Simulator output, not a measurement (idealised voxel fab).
Herein follows the process module entitled voxel released beams.
FYI the section here is cut, 255 nm wide, cells are 5 nm squares.
For the purposes of this document, a cross-section shall be understood as a grid of square cells, specified as bands listed in top-to-bottom order, each band consisting of one or more rows of cells. This entry defines a band. It first specifies the height of the band's top and the height of its bottom in nm, and then specifies the band's materials from left to right, stating each material with its width in nm. The word "throughout" identifies a single material that fills the band from edge to edge, while the word "empty" identifies empty space. Heights are measured from 0, the level below which the as-received wafer is all one material; the lowest band has no bottom and continues downward, written as in "z 0 and below". The width entry "30 to 40" should be interpreted row by row: the top row of cells in the band takes the first number, the bottom row takes the second number, and the change between adjacent rows is uniform throughout. For the purposes of this document, the phrase "changes: none" attached to a step denotes that no cell within the cross-section was modified by that step. Heads up: "Non-vented voids" only lists the empty pockets with no open path to the top that are 8 cells or more, and it writes them as width x height at distance, distance from the left edge, in nm. Read whatever lies past the settings on a step's line as the simulator's own remark about the step. The setting "overlay nm" may be written on the line of a step. When the step uses a mask, the value reports how far to the right of the planned place the mask lay, and a negative value reports that it lay to the left.

**plan**
- 1: op RECEIVE | material Si
- 2: op CONFORMAL_DEP | material Al2O3 | thk nm 10
- 3: op DIRECTIONAL_DEP | material SiO2 | thk nm 15
- 4: op DIRECTIONAL_DEP | material aC | thk nm 15
- 5: op PATTERN | tone open | mask id ANCHOR | material resist | width nm 45 | thk nm 30 | overlay nm 0
- 6: op DIRECTIONAL_ETCH | etch materials aC | depth nm 15
- 7: op STRIP | etch materials resist
- 8: op DIRECTIONAL_ETCH | etch materials SiO2 | depth nm 15
- 9: op STRIP | etch materials aC
- 10: op CONFORMAL_DEP | material polySi | thk nm 15
- 11: op PATTERN | tone cover | mask id BEAM | material resist | width nm 110 | thk nm 20 | overlay nm 0
- 12: op DIRECTIONAL_ETCH | etch materials polySi | depth nm 15
- 13: op STRIP | etch materials resist
- 14: op STRIP | etch materials SiO2

**Incoming wafer in cross-section (state: after step 1)**
	z 0 and below  Si throughout
	Non-vented voids: none

**Run as planned - first of the two wafers cross-sectioned at the end of the module**
	z 40 to 25  empty=70  polySi=20  empty=15  polySi=75  empty=75
	z 25 to 10  empty=75  polySi=45  empty=135
	z 10 to 0  Al2O3 throughout
	z 0 and below  Si throughout
	Non-vented voids: none

**End of module, second wafer, cross-section. Started like the first, planned like the first, run with one mistake**
	z 40 to 25  empty=70  polySi=20  empty=15  polySi=75  empty=75
	z 25 to 10  empty=75  polySi=45  empty=135
	z 10 to 0  polySi throughout
	z 0 and below  Si throughout
	Non-vented voids: none
It is concluded that the wafer was processed incorrectly with respect to the plan, in that for step 2, the planned setting was not used; the step was instead run as op CONFORMAL_DEP | material polySi | thk nm 10
Wafer comparison, final, in cells, second relative to first, materials more or fewer: Al2O3: 102 fewer; polySi: 102 more
